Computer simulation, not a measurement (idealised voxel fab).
The process module presented herein is designated voxel released beams.
Each square cell in cross-section cut measures 5 nm, and the section as a whole is 280 nm wide.
A cross-section in this document is a grid of square cells, and it is written down as bands, the top band listed before the ones below it; a band is made up of one or more rows of cells. Read a band's entry like this: the first values are the height of its top and the height of its bottom in nm, and what follows is the sequence of materials from left to right, each with its width in nm. Note that "empty" is empty space, and that a single material marked "throughout" reaches across the band from edge to edge. Convention: height 0 is the level below which the wafer, as received, is all one material. The lowest band does not terminate at the bottom but continues downward, represented as "0 -> down". A two-number width, for instance "30 to 40", indicates that the width is equal to the first number in the top row of the band and to the second number in the bottom row, and that it changes by a constant amount per row of cells. It should be understood that the words "everything unchanged", when stated for a given step, signify that the cross-section underwent no change in any of its cells during that step. Closed-off voids of 8+ cells (no open route to the top) go in "Sealed void list", written width x height at distance from the left edge, in nm. On each step's line, the part that comes after the settings is the simulator's own comment on the step. A step line may carry the setting "overlay nm", which, for steps involving a mask, states the distance by which the mask lay to the right of its intended position; negative values denote displacement to the left.
Steps in the process plan
1. RECEIVE with material Si
2. CONFORMAL_DEP with material Al2O3, thk nm 10
3. DIRECTIONAL_DEP with material SiO2, thk nm 15
4. DIRECTIONAL_DEP with material aC, thk nm 15
5. PATTERN with tone open, mask id ANCHOR, material resist, width nm 40, thk nm 30, overlay nm 0
6. DIRECTIONAL_ETCH with etch materials aC, depth nm 15
7. STRIP with etch materials resist
8. DIRECTIONAL_ETCH with etch materials SiO2, depth nm 15
9. STRIP with etch materials aC
10. CONFORMAL_DEP with material SiN, thk nm 15
11. DIRECTIONAL_DEP with material aC, thk nm 15
12. PATTERN with tone cover, mask id BEAM, material resist, width nm 110, thk nm 35, overlay nm 0
13. DIRECTIONAL_ETCH with etch materials aC, depth nm 15
14. STRIP with etch materials resist
15. DIRECTIONAL_ETCH with etch materials SiN, depth nm 15
16. STRIP with etch materials aC
17. STRIP with etch materials SiO2
Received-state cross-section, reflecting completion of step 1
- 0 -> down | Si throughout
- Sealed void list: none
Post-module cross-section: identical start and plan to those above, one misstep in execution
- 40 -> 25 | 80 of empty; 60 of SiN; 140 of empty
- 25 -> 10 | 70 of empty; 15 of SiN; 40 of SiO2; 65 of SiN; 90 of empty
- 10 -> 0 | Al2O3 throughout
- 0 -> down | Si throughout
- Sealed void list: none
What broke from the plan during processing? step 5 deviated from plan and actually ran as PATTERN with tone cover, mask id ANCHOR, material resist, width nm 40, thk nm 30, overlay nm 0
